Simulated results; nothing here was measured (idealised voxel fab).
Presented below is a process module, voxel transistor to metal.
Square cells of 5 nm make up the cross-section cut, whose width is 185 nm.
In what follows, cross-sections appear as grids of square cells, described through bands that run from the top down, where every band is one or more rows of cells. Heights first: top, then bottom, in nm. Then materials, left to right, each with a width in nm. "everywhere" on a single material: fills the band edge to edge. "blank": empty space. Heights are expressed relative to 0, this being the level below which the as-received wafer comprises one material exclusively. The lowest band is unbounded in the downward direction and is denoted as in "0 nm and below". A width such as "30->40" changes by the same amount from each row of cells to the next, from the band's top row to its bottom row. "identical to before" means the step left every cell of the cross-section as it was. For the entry "Catalogued sealed voids", the listed items are empty spaces with no open way to the top whose size is 8 cells or more; each item follows the pattern width x height at distance, where distance is from the left edge and all three are in nm. Text after the settings on a step's line: the simulator's own remark on that step. "overlay nm" on a masked step: distance the mask lay right of its planned place, negative for left. Note: before/after cross-section pairs follow, one process step per pair, after-side truncated at the lowest changed band, step and settings given beneath. Different runs of this module on the same starting wafer may supply the pairs; a pair continues the one above only where the "Pre-step geometry" entry says so.
Pre-step geometry
    130 nm to 100 nm: resist (40), blank (15), resist (65), blank (15), resist (50)
    100 nm to 85 nm: aC everywhere
    85 nm to 60 nm: SiO2 everywhere
    60 nm to 55 nm: SiCN everywhere
    55 nm to 40 nm: lowk (35), SiCN (5), Ru (20), SiCN (5), lowk (50), SiCN (5), Ru (20), SiCN (5), lowk (40)
    40 nm to 35 nm: SiCN (40), TiN (20), SiCN (60), TiN (20), SiCN (45)
    35 nm to 25 nm: SiO2 (50), TiN (5), Ru (10->5), TiN (5->10), SiO2 (60), TiN (5), Ru (10), TiN (5), SiO2 (35)
    25 nm to 10 nm: SiO2 (50), TiN (5), Ru (5), TiN (5), SiN (10), HfO2 (5), TiN (5), W (10), TiN (5), HfO2 (5), SiN (10), SiO2 (15), TiN (5), Ru (10), TiN (5), SiO2 (35)
    10 nm to 5 nm: SiO2 (50), TiN (15), SiN (10), HfO2 (5), TiN (5), W (10), TiN (5), HfO2 (5), SiN (10), SiO2 (15), TiN (5), Ru (10), TiN (5), SiO2 (35)
    5 nm to 0 nm: SiO2 (50), TiN (5), pSi (10), SiN (10), HfO2 (5), TiN (20), HfO2 (5), SiN (10), pSi (10), SiO2 (5), TiN (5), Ru (10), TiN (5), SiO2 (35)
    0 nm to -5 nm: SiO2 (50), TiN (5), pSi (10), SiO2 (5), HfO2 (40), SiO2 (5), pSi (10), SiO2 (5), TiN (20), SiO2 (35)
    -5 nm to -15 nm: SiO2 (40), pSi (25), Si (50), pSi (25), SiO2 (45)
    -15 nm to -40 nm: SiO2 (40), Si (100), SiO2 (45)
    -40 nm and below: Si everywhere
    Catalogued sealed voids: none
Step Result
    115 nm to 100 nm: resist (40), blank (15), resist (65), blank (15), resist (50)
    100 nm to 85 nm: aC (40), blank (15), aC (65), blank (15), aC (50)
    All layers under 85 are left as they were.
    Catalogued sealed voids: none
In between the cross-sections above, the run called for DIRECTIONAL_ETCH (etch materials aC; depth nm 15)
Pre-step geometry: check the pair just above; its after cross-section is our before state.
Step Result
    100 nm to 85 nm: aC (40), blank (15), aC (65), blank (15), aC (50)
    All layers under 85 are left as they were.
    Catalogued sealed voids: none
In between the cross-sections above, the run called for STRIP (etch materials resist)
Pre-step geometry: check the pair just above; its after cross-section is our before state.
Step Result
    100 nm to 85 nm: aC (40), blank (15), aC (65), blank (15), aC (50)
    85 nm to 60 nm: SiO2 (40), blank (15), SiO2 (65), blank (15), SiO2 (50)
    All layers under 60 are left as they were.
    Catalogued sealed voids: none
In between the cross-sections above, the run called for DIRECTIONAL_ETCH (etch materials SiO2; depth nm 25)
Pre-step geometry: check the pair just above; its after cross-section is our before state.
Step Result
    85 nm to 60 nm: SiO2 (40), blank (15), SiO2 (65), blank (15), SiO2 (50)
    All layers under 60 are left as they were.
    Catalogued sealed voids: none
In between the cross-sections above, the run called for STRIP (etch materials aC)
Pre-step geometry: check the pair just above; its after cross-section is our before state.
Step Result
    95 nm to 85 nm: aC (40), blank (15), aC (65), blank (15), aC (50)
    85 nm to 70 nm: SiO2 (40), blank (15), SiO2 (65), blank (15), SiO2 (50)
    70 nm to 60 nm: SiO2 (40), aC (15), SiO2 (65), aC (15), SiO2 (50)
    All layers under 60 are left as they were.
    Catalogued sealed voids: none
In between the cross-sections above, the run called for DIRECTIONAL_DEP (material aC; thk nm 10)
Pre-step geometry: check the pair just above; its after cross-section is our before state.
Step Result
    125 nm to 95 nm: resist (40), blank (20), resist (60), blank (20), resist (45)
    All layers under 95 are left as they were.
    Catalogued sealed voids: none
In between the cross-sections above, the run called for PATTERN (tone open; mask id METAL_2; material resist; width nm 20; pitch nm 80; thk nm 30; overlay nm 0)
Pre-step geometry: check the pair just above; its after cross-section is our before state.
Step Result
    115 nm to 95 nm: resist (40), blank (20), resist (60), blank (20), resist (45)
    95 nm to 85 nm: aC (40), blank (20), aC (60), blank (20), aC (45)
    85 nm to 60 nm: SiO2 (40), blank (15), SiO2 (65), blank (15), SiO2 (50)
    All layers under 60 are left as they were.
    Catalogued sealed voids: none
In between the cross-sections above, the run called for DIRECTIONAL_ETCH (etch materials aC; depth nm 10)
Pre-step geometry: check the pair just above; its after cross-section is our before state.
Step Result
    95 nm to 85 nm: aC (40), blank (20), aC (60), blank (20), aC (45)
    All layers under 85 are left as they were.
    Catalogued sealed voids: none
In between the cross-sections above, the run called for STRIP (etch materials resist)
Pre-step geometry: check the pair just above; its after cross-section is our before state.
Step Result
    95 nm to 85 nm: aC (40), blank (20), aC (60), blank (20), aC (45)
    85 nm to 70 nm: SiO2 (40), blank (20), SiO2 (60), blank (20), SiO2 (45)
    All layers under 70 are left as they were.
    Catalogued sealed voids: none
In between the cross-sections above, the run called for DIRECTIONAL_ETCH (etch materials SiO2; depth nm 15)
Pre-step geometry: check the pair just above; its after cross-section is our before state.
Step Result
    95 nm to 85 nm: aC (40), blank (20), aC (60), blank (20), aC (45)
    85 nm to 70 nm: SiO2 (40), blank (20), SiO2 (60), blank (20), SiO2 (45)
    70 nm to 60 nm: SiO2 (40), blank (15), SiO2 (65), blank (15), SiO2 (50)
    60 nm to 55 nm: SiCN (40), blank (15), SiCN (65), blank (15), SiCN (50)
    All layers under 55 are left as they were.
    Catalogued sealed voids: none
In between the cross-sections above, the run called for DIRECTIONAL_ETCH (etch materials SiCN; depth nm 5)
Pre-step geometry: check the pair just above; its after cross-section is our before state.
Step Result
    85 nm to 70 nm: SiO2 (40), blank (20), SiO2 (60), blank (20), SiO2 (45)
    All layers under 70 are left as they were.
    Catalogued sealed voids: none
In between the cross-sections above, the run called for STRIP (etch materials aC)
Pre-step geometry: check the pair just above; its after cross-section is our before state.
Step Result
    90 nm to 85 nm: TiN (45), blank (10), TiN (70), blank (10), TiN (50)
    85 nm to 75 nm: SiO2 (40), TiN (5), blank (10), TiN (5), SiO2 (60), TiN (5), blank (10), TiN (5), SiO2 (45)
    75 nm to 70 nm: SiO2 (40), TiN (5), blank (5), TiN (10), SiO2 (60), TiN (5), blank (5), TiN (10), SiO2 (45)
    70 nm to 60 nm: SiO2 (40), TiN (5), blank (5), TiN (5), SiO2 (65), TiN (5), blank (5), TiN (5), SiO2 (50)
    60 nm to 55 nm: SiCN (40), TiN (15), SiCN (65), TiN (15), SiCN (50)
    All layers under 55 are left as they were.
    Catalogued sealed voids: none
In between the cross-sections above, the run called for CONFORMAL_DEP (material TiN; thk nm 5)
Pre-step geometry: check the pair just above; its after cross-section is our before state.
Step Result
    95 nm to 90 nm: Cu everywhere
    90 nm to 85 nm: TiN (45), Cu (10), TiN (70), Cu (10), TiN (50)
    85 nm to 75 nm: SiO2 (40), TiN (5), Cu (10), TiN (5), SiO2 (60), TiN (5), Cu (10), TiN (5), SiO2 (45)
    75 nm to 70 nm: SiO2 (40), TiN (5), Cu (5), TiN (10), SiO2 (60), TiN (5), Cu (5), TiN (10), SiO2 (45)
    70 nm to 60 nm: SiO2 (40), TiN (5), Cu (5), TiN (5), SiO2 (65), TiN (5), Cu (5), TiN (5), SiO2 (50)
    All layers under 60 are left as they were.
    Catalogued sealed voids: none
In between the cross-sections above, the run called for FILL_DEP (material Cu; thk nm 5)
Pre-step geometry: check the pair just above; its after cross-section is our before state.
Step Result
    85 nm to 75 nm: SiO2 (40), TiN (5), Cu (10), TiN (5), SiO2 (60), TiN (5), Cu (10), TiN (5), SiO2 (45)
    All layers under 75 are left as they were.
    Catalogued sealed voids: none
In between the cross-sections above, the run called for CMP (height nm 85)
Pre-step geometry: check the pair just above; its after cross-section is our before state.
Step Result
    90 nm to 85 nm: SiN everywhere
    All layers under 85 are left as they were.
    Catalogued sealed voids: none
In between the cross-sections above, the run called for CONFORMAL_DEP (material SiN; thk nm 5)
Pre-step geometry
    40 nm to 30 nm: blank (65), SiN (10), SiCN (30), SiN (10), blank (70)
    30 nm to 5 nm: blank (65), SiN (10), polySi (30), SiN (10), blank (70)
    5 nm to 0 nm: blank (55), pSi (10), SiN (10), polySi (30), SiN (10), pSi (10), blank (60)
    0 nm to -5 nm: blank (55), pSi (10), SiO2 (50), pSi (10), blank (60)
    -5 nm to -15 nm: SiO2 (40), pSi (25), Si (50), pSi (25), SiO2 (45)
    -15 nm to -40 nm: SiO2 (40), Si (100), SiO2 (45)
    -40 nm and below: Si everywhere
    Catalogued sealed voids: none
Step Result
    45 nm to 40 nm: aC everywhere
    40 nm to 30 nm: aC (65), SiN (10), SiCN (30), SiN (10), aC (70)
    30 nm to 5 nm: aC (65), SiN (10), polySi (30), SiN (10), aC (70)
    5 nm to 0 nm: aC (55), pSi (10), SiN (10), polySi (30), SiN (10), pSi (10), aC (60)
    0 nm to -5 nm: aC (55), pSi (10), SiO2 (50), pSi (10), aC (60)
    All layers under -5 are left as they were.
    Catalogued sealed voids: none
In between the cross-sections above, the run called for FILL_DEP (material aC; thk nm 5)
Pre-step geometry: check the pair just above; its after cross-section is our before state.
Step Result
    30 nm to 5 nm: aC (65), SiN (10), polySi (30), SiN (10), aC (70)
    All layers under 5 are left as they were.
    Catalogued sealed voids: none
In between the cross-sections above, the run called for CMP (height nm 30)
Pre-step geometry: check the pair just above; its after cross-section is our before state.
Step Result
    30 nm to 5 nm: aC (65), SiN (10), blank (30), SiN (10), aC (70)
    5 nm to 0 nm: aC (55), pSi (10), SiN (10), blank (30), SiN (10), pSi (10), aC (60)
    All layers under 0 are left as they were.
    Catalogued sealed voids: none
In between the cross-sections above, the run called for STRIP (etch materials polySi)
Pre-step geometry: check the pair just above; its after cross-section is our before state.
Step Result
    30 nm to 5 nm: aC (65), SiN (10), blank (30), SiN (10), aC (70)
    5 nm to 0 nm: aC (55), pSi (10), SiN (10), blank (30), SiN (10), pSi (10), aC (60)
    0 nm to -5 nm: aC (55), pSi (10), SiO2 (5), blank (40), SiO2 (5), pSi (10), aC (60)
    All layers under -5 are left as they were.
    Catalogued sealed voids: none
In between the cross-sections above, the run called for SELECTIVE_ETCH (etch materials SiO2; depth nm 5)
Pre-step geometry: check the pair just above; its after cross-section is our before state.
Step Result
    35 nm to 30 nm: HfO2 (80), blank (20), HfO2 (85)
    30 nm to 5 nm: aC (65), SiN (10), HfO2 (5), blank (20), HfO2 (5), SiN (10), aC (70)
    5 nm to 0 nm: aC (55), pSi (10), SiN (10), HfO2 (5), blank (20), HfO2 (5), SiN (10), pSi (10), aC (60)
    0 nm to -5 nm: aC (55), pSi (10), SiO2 (5), HfO2 (40), SiO2 (5), pSi (10), aC (60)
    All layers under -5 are left as they were.
    Catalogued sealed voids: none
In between the cross-sections above, the run called for CONFORMAL_DEP (material HfO2; thk nm 5)
Pre-step geometry: check the pair just above; its after cross-section is our before state.
Step Result
    40 nm to 35 nm: TiN (85), blank (10), TiN (90)
    35 nm to 30 nm: HfO2 (80), TiN (5), blank (10), TiN (5), HfO2 (85)
    30 nm to 5 nm: aC (65), SiN (10), HfO2 (5), TiN (5), blank (10), TiN (5), HfO2 (5), SiN (10), aC (70)
    5 nm to 0 nm: aC (55), pSi (10), SiN (10), HfO2 (5), TiN (20), HfO2 (5), SiN (10), pSi (10), aC (60)
    All layers under 0 are left as they were.
    Catalogued sealed voids: none
In between the cross-sections above, the run called for CONFORMAL_DEP (material TiN; thk nm 5)
Pre-step geometry: check the pair just above; its after cross-section is our before state.
Step Result
    45 nm to 40 nm: W everywhere
    40 nm to 35 nm: TiN (85), W (10), TiN (90)
    35 nm to 30 nm: HfO2 (80), TiN (5), W (10), TiN (5), HfO2 (85)
    30 nm to 5 nm: aC (65), SiN (10), HfO2 (5), TiN (5), W (10), TiN (5), HfO2 (5), SiN (10), aC (70)
    All layers under 5 are left as they were.
    Catalogued sealed voids: none
In between the cross-sections above, the run called for FILL_DEP (material W; thk nm 5)
Pre-step geometry: check the pair just above; its after cross-section is our before state.
Step Result
    25 nm to 5 nm: aC (65), SiN (10), HfO2 (5), TiN (5), W (10), TiN (5), HfO2 (5), SiN (10), aC (70)
    All layers under 5 are left as they were.
    Catalogued sealed voids: none
In between the cross-sections above, the run called for CMP (height nm 25)
Pre-step geometry: check the pair just above; its after cross-section is our before state.
Step Result
    35 nm to 25 nm: SiO2 everywhere
    All layers under 25 are left as they were.
    Catalogued sealed voids: none
In between the cross-sections above, the run called for DIRECTIONAL_DEP (material SiO2; thk nm 10)
Pre-step geometry: check the pair just above; its after cross-section is our before state.
Step Result
    35 nm to 25 nm: SiO2 (40), blank (20), SiO2 (60), blank (20), SiO2 (45)
    All layers under 25 are left as they were.
    Catalogued sealed voids: none
In between the cross-sections above, the run called for MASKED_ETCH (tone open; mask id CONTACT; width nm 20; pitch nm 80; etch materials SiO2; depth nm 40; overlay nm 0)
Pre-step geometry: check the pair just above; its after cross-section is our before state.
Step Result
    40 nm to 35 nm: TiN (45), blank (10), TiN (70), blank (10), TiN (50)
    35 nm to 30 nm: SiO2 (40), TiN (5), blank (10), TiN (5), SiO2 (60), TiN (5), blank (10), TiN (5), SiO2 (45)
    30 nm to 25 nm: SiO2 (40), TiN (20), SiO2 (60), TiN (20), SiO2 (45)
    All layers under 25 are left as they were.
    Catalogued sealed voids: none
In between the cross-sections above, the run called for CONFORMAL_DEP (material TiN; thk nm 5)
Pre-step geometry: check the pair just above; its after cross-section is our before state.
Step Result
    45 nm to 40 nm: Ru everywhere
    40 nm to 35 nm: TiN (45), Ru (10), TiN (70), Ru (10), TiN (50)
    35 nm to 30 nm: SiO2 (40), TiN (5), Ru (10), TiN (5), SiO2 (60), TiN (5), Ru (10), TiN (5), SiO2 (45)
    All layers under 30 are left as they were.
    Catalogued sealed voids: none
In between the cross-sections above, the run called for FILL_DEP (material Ru; thk nm 5)
Pre-step geometry: check the pair just above; its after cross-section is our before state.
Step Result
    35 nm to 30 nm: SiO2 (40), TiN (5), Ru (10), TiN (5), SiO2 (60), TiN (5), Ru (10), TiN (5), SiO2 (45)
    All layers under 30 are left as they were.
    Catalogued sealed voids: none
In between the cross-sections above, the run called for CMP (height nm 35)
Pre-step geometry: check the pair just above; its after cross-section is our before state.
Step Result
    40 nm to 35 nm: TiN everywhere
    All layers under 35 are left as they were.
    Catalogued sealed voids: none
In between the cross-sections above, the run called for DIRECTIONAL_DEP (material TiN; thk nm 5)
Pre-step geometry: check the pair just above; its after cross-section is our before state.
Step Result
    55 nm to 40 nm: Ru everywhere
    All layers under 40 are left as they were.
    Catalogued sealed voids: none
In between the cross-sections above, the run called for DIRECTIONAL_DEP (material Ru; thk nm 15)
Pre-step geometry: check the pair just above; its after cross-section is our before state.
Step Result
    70 nm to 55 nm: blank (40), resist (20), blank (60), resist (20), blank (45)
    All layers under 55 are left as they were.
    Catalogued sealed voids: none
In between the cross-sections above, the run called for PATTERN (tone cover; mask id METAL_1; material resist; width nm 20; pitch nm 80; thk nm 15; overlay nm 0)
Pre-step geometry: check the pair just above; its after cross-section is our before state.
Step Result
    70 nm to 55 nm: blank (40), resist (20), blank (60), resist (20), blank (45)
    55 nm to 40 nm: blank (40), Ru (20), blank (60), Ru (20), blank (45)
    All layers under 40 are left as they were.
    Catalogued sealed voids: none
In between the cross-sections above, the run called for DIRECTIONAL_ETCH (etch materials Ru; depth nm 15)
Pre-step geometry: check the pair just above; its after cross-section is our before state.
Step Result
    70 nm to 55 nm: blank (40), resist (20), blank (60), resist (20), blank (45)
    55 nm to 40 nm: blank (40), Ru (20), blank (60), Ru (20), blank (45)
    40 nm to 35 nm: blank (40), TiN (20), blank (60), TiN (20), blank (45)
    All layers under 35 are left as they were.
    Catalogued sealed voids: none
In between the cross-sections above, the run called for DIRECTIONAL_ETCH (etch materials TiN; depth nm 5)
Pre-step geometry: check the pair just above; its after cross-section is our before state.
Step Result
    55 nm to 40 nm: blank (40), Ru (20), blank (60), Ru (20), blank (45)
    All layers under 40 are left as they were.
    Catalogued sealed voids: none
In between the cross-sections above, the run called for STRIP (etch materials resist)
Pre-step geometry: check the pair just above; its after cross-section is our before state.
Step Result
    60 nm to 55 nm: blank (35), SiCN (30), blank (50), SiCN (30), blank (40)
    55 nm to 40 nm: blank (35), SiCN (5), Ru (20), SiCN (5), blank (50), SiCN (5), Ru (20), SiCN (5), blank (40)
    40 nm to 35 nm: SiCN (40), TiN (20), SiCN (60), TiN (20), SiCN (45)
    All layers under 35 are left as they were.
    Catalogued sealed voids: none
In between the cross-sections above, the run called for CONFORMAL_DEP (material SiCN; thk nm 5)
Pre-step geometry: check the pair just above; its after cross-section is our before state.
Step Result
    70 nm to 60 nm: lowk everywhere
    60 nm to 55 nm: lowk (35), SiCN (30), lowk (50), SiCN (30), lowk (40)
    55 nm to 40 nm: lowk (35), SiCN (5), Ru (20), SiCN (5), lowk (50), SiCN (5), Ru (20), SiCN (5), lowk (40)
    All layers under 40 are left as they were.
    Catalogued sealed voids: none
In between the cross-sections above, the run called for FILL_DEP (material lowk; thk nm 10)
Pre-step geometry: check the pair just above; its after cross-section is our before state.
Step Result
    55 nm to 40 nm: lowk (35), SiCN (5), Ru (20), SiCN (5), lowk (50), SiCN (5), Ru (20), SiCN (5), lowk (40)
    All layers under 40 are left as they were.
    Catalogued sealed voids: none
In between the cross-sections above, the run called for CMP (height nm 55)
Pre-step geometry: check the pair just above; its after cross-section is our before state.
Step Result
    60 nm to 55 nm: SiCN everywhere
    All layers under 55 are left as they were.
    Catalogued sealed voids: none
In between the cross-sections above, the run called for CONFORMAL_DEP (material SiCN; thk nm 5)
Pre-step geometry: check the pair just above; its after cross-section is our before state.
Step Result
    85 nm to 60 nm: SiO2 everywhere
    All layers under 60 are left as they were.
    Catalogued sealed voids: none
In between the cross-sections above, the run called for DIRECTIONAL_DEP (material SiO2; thk nm 25)
Pre-step geometry: check the pair just above; its after cross-section is our before state.
Step Result
    100 nm to 85 nm: aC everywhere
    All layers under 85 are left as they were.
    Catalogued sealed voids: none
In between the cross-sections above, the run called for DIRECTIONAL_DEP (material aC; thk nm 15)
Pre-step geometry: check the pair just above; its after cross-section is our before state.
Step Result
    130 nm to 100 nm: resist (40), blank (15), resist (65), blank (15), resist (50)
    All layers under 100 are left as they were.
    Catalogued sealed voids: none
In between the cross-sections above, the run called for PATTERN (tone open; mask id METAL_2_HOLES; material resist; width nm 15; pitch nm 80; thk nm 30; overlay nm 0)
Pre-step geometry: check the pair just above; its after cross-section is our before state.
Step Result
    115 nm to 100 nm: resist (40), blank (15), resist (65), blank (15), resist (50)
    100 nm to 85 nm: aC (40), blank (15), aC (65), blank (15), aC (50)
    All layers under 85 are left as they were.
    Catalogued sealed voids: none
In between the cross-sections above, the run called for DIRECTIONAL_ETCH (etch materials aC; depth nm 15)
Pre-step geometry: check the pair just above; its after cross-section is our before state.
Step Result
    100 nm to 85 nm: aC (40), blank (15), aC (65), blank (15), aC (50)
    All layers under 85 are left as they were.
    Catalogued sealed voids: none
In between the cross-sections above, the run called for STRIP (etch materials resist)
Pre-step geometry: check the pair just above; its after cross-section is our before state.
Step Result
    100 nm to 85 nm: aC (40), blank (15), aC (65), blank (15), aC (50)
    85 nm to 60 nm: SiO2 (40), blank (15), SiO2 (65), blank (15), SiO2 (50)
    All layers under 60 are left as they were.
    Catalogued sealed voids: none
In between the cross-sections above, the run called for DIRECTIONAL_ETCH (etch materials SiO2; depth nm 25)
Pre-step geometry: check the pair just above; its after cross-section is our before state.
Step Result
    85 nm to 60 nm: SiO2 (40), blank (15), SiO2 (65), blank (15), SiO2 (50)
    All layers under 60 are left as they were.
    Catalogued sealed voids: none
In between the cross-sections above, the run called for STRIP (etch materials aC)
Pre-step geometry: check the pair just above; its after cross-section is our before state.
Step Result
    95 nm to 85 nm: aC (40), blank (15), aC (65), blank (15), aC (50)
    85 nm to 70 nm: SiO2 (40), blank (15), SiO2 (65), blank (15), SiO2 (50)
    70 nm to 60 nm: SiO2 (40), aC (15), SiO2 (65), aC (15), SiO2 (50)
    All layers under 60 are left as they were.
    Catalogued sealed voids: none
In between the cross-sections above, the run called for DIRECTIONAL_DEP (material aC; thk nm 10)
Pre-step geometry: check the pair just above; its after cross-section is our before state.
Step Result
    125 nm to 95 nm: resist (40), blank (20), resist (60), blank (20), resist (45)
    All layers under 95 are left as they were.
    Catalogued sealed voids: none
In between the cross-sections above, the run called for PATTERN (tone open; mask id METAL_2; material resist; width nm 20; pitch nm 80; thk nm 30; overlay nm 0)
Pre-step geometry: check the pair just above; its after cross-section is our before state.
Step Result
    115 nm to 95 nm: resist (40), blank (20), resist (60), blank (20), resist (45)
    95 nm to 85 nm: aC (40), blank (20), aC (60), blank (20), aC (45)
    85 nm to 60 nm: SiO2 (40), blank (15), SiO2 (65), blank (15), SiO2 (50)
    All layers under 60 are left as they were.
    Catalogued sealed voids: none
In between the cross-sections above, the run called for DIRECTIONAL_ETCH (etch materials aC; depth nm 10)
Pre-step geometry: check the pair just above; its after cross-section is our before state.
Step Result
    95 nm to 85 nm: aC (40), blank (20), aC (60), blank (20), aC (45)
    All layers under 85 are left as they were.
    Catalogued sealed voids: none
In between the cross-sections above, the run called for STRIP (etch materials resist)
Pre-step geometry: check the pair just above; its after cross-section is our before state.
Step Result
    95 nm to 85 nm: aC (40), blank (20), aC (60), blank (20), aC (45)
    85 nm to 70 nm: SiO2 (40), blank (20), SiO2 (60), blank (20), SiO2 (45)
    All layers under 70 are left as they were.
    Catalogued sealed voids: none
In between the cross-sections above, the run called for DIRECTIONAL_ETCH (etch materials SiO2; depth nm 15)
Pre-step geometry: check the pair just above; its after cross-section is our before state.
Step Result
    95 nm to 85 nm: aC (40), blank (20), aC (60), blank (20), aC (45)
    85 nm to 70 nm: SiO2 (40), blank (20), SiO2 (60), blank (20), SiO2 (45)
    70 nm to 60 nm: SiO2 (40), blank (15), SiO2 (65), blank (15), SiO2 (50)
    60 nm to 55 nm: SiCN (40), blank (15), SiCN (65), blank (15), SiCN (50)
    All layers under 55 are left as they were.
    Catalogued sealed voids: none
In between the cross-sections above, the run called for DIRECTIONAL_ETCH (etch materials SiCN; depth nm 5)
Pre-step geometry: check the pair just above; its after cross-section is our before state.
Step Result
    85 nm to 70 nm: SiO2 (40), blank (20), SiO2 (60), blank (20), SiO2 (45)
    All layers under 70 are left as they were.
    Catalogued sealed voids: none
In between the cross-sections above, the run called for STRIP (etch materials aC)
Pre-step geometry: check the pair just above; its after cross-section is our before state.
Step Result
    90 nm to 85 nm: TiN (45), blank (10), TiN (70), blank (10), TiN (50)
    85 nm to 75 nm: SiO2 (40), TiN (5), blank (10), TiN (5), SiO2 (60), TiN (5), blank (10), TiN (5), SiO2 (45)
    75 nm to 70 nm: SiO2 (40), TiN (5), blank (5), TiN (10), SiO2 (60), TiN (5), blank (5), TiN (10), SiO2 (45)
    70 nm to 60 nm: SiO2 (40), TiN (5), blank (5), TiN (5), SiO2 (65), TiN (5), blank (5), TiN (5), SiO2 (50)
    60 nm to 55 nm: SiCN (40), TiN (15), SiCN (65), TiN (15), SiCN (50)
    All layers under 55 are left as they were.
    Catalogued sealed voids: none
In between the cross-sections above, the run called for CONFORMAL_DEP (material TiN; thk nm 5)
Pre-step geometry: check the pair just above; its after cross-section is our before state.
Step Result
    95 nm to 90 nm: Cu everywhere
    90 nm to 85 nm: TiN (45), Cu (10), TiN (70), Cu (10), TiN (50)
    85 nm to 75 nm: SiO2 (40), TiN (5), Cu (10), TiN (5), SiO2 (60), TiN (5), Cu (10), TiN (5), SiO2 (45)
    75 nm to 70 nm: SiO2 (40), TiN (5), Cu (5), TiN (10), SiO2 (60), TiN (5), Cu (5), TiN (10), SiO2 (45)
    70 nm to 60 nm: SiO2 (40), TiN (5), Cu (5), TiN (5), SiO2 (65), TiN (5), Cu (5), TiN (5), SiO2 (50)
    All layers under 60 are left as they were.
    Catalogued sealed voids: none
In between the cross-sections above, the run called for FILL_DEP (material Cu; thk nm 5)
Pre-step geometry: check the pair just above; its after cross-section is our before state.
Step Result
    85 nm to 75 nm: SiO2 (40), TiN (5), Cu (10), TiN (5), SiO2 (60), TiN (5), Cu (10), TiN (5), SiO2 (45)
    All layers under 75 are left as they were.
    Catalogued sealed voids: none
In between the cross-sections above, the run called for CMP (height nm 85)
Pre-step geometry: check the pair just above; its after cross-section is our before state.
Step Result
    90 nm to 85 nm: SiN everywhere
    All layers under 85 are left as they were.
    Catalogued sealed voids: none
In between the cross-sections above, the run called for CONFORMAL_DEP (material SiN; thk nm 5)
Pre-step geometry
    35 nm to 25 nm: SiO2 everywhere
    25 nm to 5 nm: SiO2 (65), SiN (10), HfO2 (5), TiN (5), W (10), TiN (5), HfO2 (5), SiN (10), SiO2 (70)
    5 nm to 0 nm: SiO2 (55), pSi (10), SiN (10), HfO2 (5), TiN (20), HfO2 (5), SiN (10), pSi (10), SiO2 (60)
    0 nm to -5 nm: SiO2 (55), pSi (10), SiO2 (5), HfO2 (40), SiO2 (5), pSi (10), SiO2 (60)
    -5 nm to -15 nm: SiO2 (40), pSi (25), Si (50), pSi (25), SiO2 (45)
    -15 nm to -40 nm: SiO2 (40), Si (100), SiO2 (45)
    -40 nm and below: Si everywhere
    Catalogued sealed voids: none
Step Result
    35 nm to 25 nm: blank (40), SiO2 (20), blank (60), SiO2 (20), blank (45)
    25 nm to 5 nm: blank (40), SiO2 (20), blank (5), SiN (10), HfO2 (5), TiN (5), W (10), TiN (5), HfO2 (5), SiN (10), blank (5), SiO2 (20), blank (45)
    5 nm to 0 nm: blank (40), SiO2 (15), pSi (10), SiN (10), HfO2 (5), TiN (20), HfO2 (5), SiN (10), pSi (10), SiO2 (15), blank (45)
    0 nm to -5 nm: blank (40), SiO2 (15), pSi (10), SiO2 (5), HfO2 (40), SiO2 (5), pSi (10), SiO2 (15), blank (45)
    All layers under -5 are left as they were.
    Catalogued sealed voids: none
In between the cross-sections above, the run called for MASKED_ETCH (tone cover; mask id CONTACT; width nm 20; pitch nm 80; etch materials SiO2; depth nm 40; overlay nm 0)
Pre-step geometry: check the pair just above; its after cross-section is our before state.
Step Result
    40 nm to 35 nm: blank (35), TiN (30), blank (50), TiN (30), blank (40)
    35 nm to 30 nm: blank (35), TiN (5), SiO2 (20), TiN (5), blank (50), TiN (5), SiO2 (20), TiN (5), blank (40)
    30 nm to 25 nm: blank (35), TiN (5), SiO2 (20), TiN (60), SiO2 (20), TiN (5), blank (40)
    25 nm to 5 nm: blank (35), TiN (5), SiO2 (20), TiN (5), SiN (10), HfO2 (5), TiN (5), W (10), TiN (5), HfO2 (5), SiN (10), TiN (5), SiO2 (20), TiN (5), blank (40)
    5 nm to 0 nm: blank (35), TiN (5), SiO2 (15), pSi (10), SiN (10), HfO2 (5), TiN (20), HfO2 (5), SiN (10), pSi (10), SiO2 (15), TiN (5), blank (40)
    0 nm to -5 nm: TiN (40), SiO2 (15), pSi (10), SiO2 (5), HfO2 (40), SiO2 (5), pSi (10), SiO2 (15), TiN (45)
    All layers under -5 are left as they were.
    Catalogued sealed voids: none
In between the cross-sections above, the run called for CONFORMAL_DEP (material TiN; thk nm 5)
Pre-step geometry: check the pair just above; its after cross-section is our before state.
Step Result
    45 nm to 40 nm: Ru everywhere
    40 nm to 35 nm: Ru (35), TiN (30), Ru (50), TiN (30), Ru (40)
    35 nm to 30 nm: Ru (35), TiN (5), SiO2 (20), TiN (5), Ru (50), TiN (5), SiO2 (20), TiN (5), Ru (40)
    30 nm to 25 nm: Ru (35), TiN (5), SiO2 (20), TiN (60), SiO2 (20), TiN (5), Ru (40)
    25 nm to 5 nm: Ru (35), TiN (5), SiO2 (20), TiN (5), SiN (10), HfO2 (5), TiN (5), W (10), TiN (5), HfO2 (5), SiN (10), TiN (5), SiO2 (20), TiN (5), Ru (40)
    5 nm to 0 nm: Ru (35), TiN (5), SiO2 (15), pSi (10), SiN (10), HfO2 (5), TiN (20), HfO2 (5), SiN (10), pSi (10), SiO2 (15), TiN (5), Ru (40)
    All layers under 0 are left as they were.
    Catalogued sealed voids: none
In between the cross-sections above, the run called for FILL_DEP (material Ru; thk nm 5)
Pre-step geometry: check the pair just above; its after cross-section is our before state.
Step Result
    35 nm to 30 nm: Ru (35), TiN (5), SiO2 (20), TiN (5), Ru (50), TiN (5), SiO2 (20), TiN (5), Ru (40)
    All layers under 30 are left as they were.
    Catalogued sealed voids: none
In between the cross-sections above, the run called for CMP (height nm 35)
Pre-step geometry: check the pair just above; its after cross-section is our before state.
Step Result
    40 nm to 35 nm: TiN everywhere
    All layers under 35 are left as they were.
    Catalogued sealed voids: none
In between the cross-sections above, the run called for DIRECTIONAL_DEP (material TiN; thk nm 5)
Pre-step geometry: check the pair just above; its after cross-section is our before state.
Step Result
    55 nm to 40 nm: Ru everywhere
    All layers under 40 are left as they were.
    Catalogued sealed voids: none
In between the cross-sections above, the run called for DIRECTIONAL_DEP (material Ru; thk nm 15)
Pre-step geometry: check the pair just above; its after cross-section is our before state.
Step Result
    70 nm to 55 nm: blank (40), resist (20), blank (60), resist (20), blank (45)
    All layers under 55 are left as they were.
    Catalogued sealed voids: none
In between the cross-sections above, the run called for PATTERN (tone cover; mask id METAL_1; material resist; width nm 20; pitch nm 80; thk nm 15; overlay nm 0)
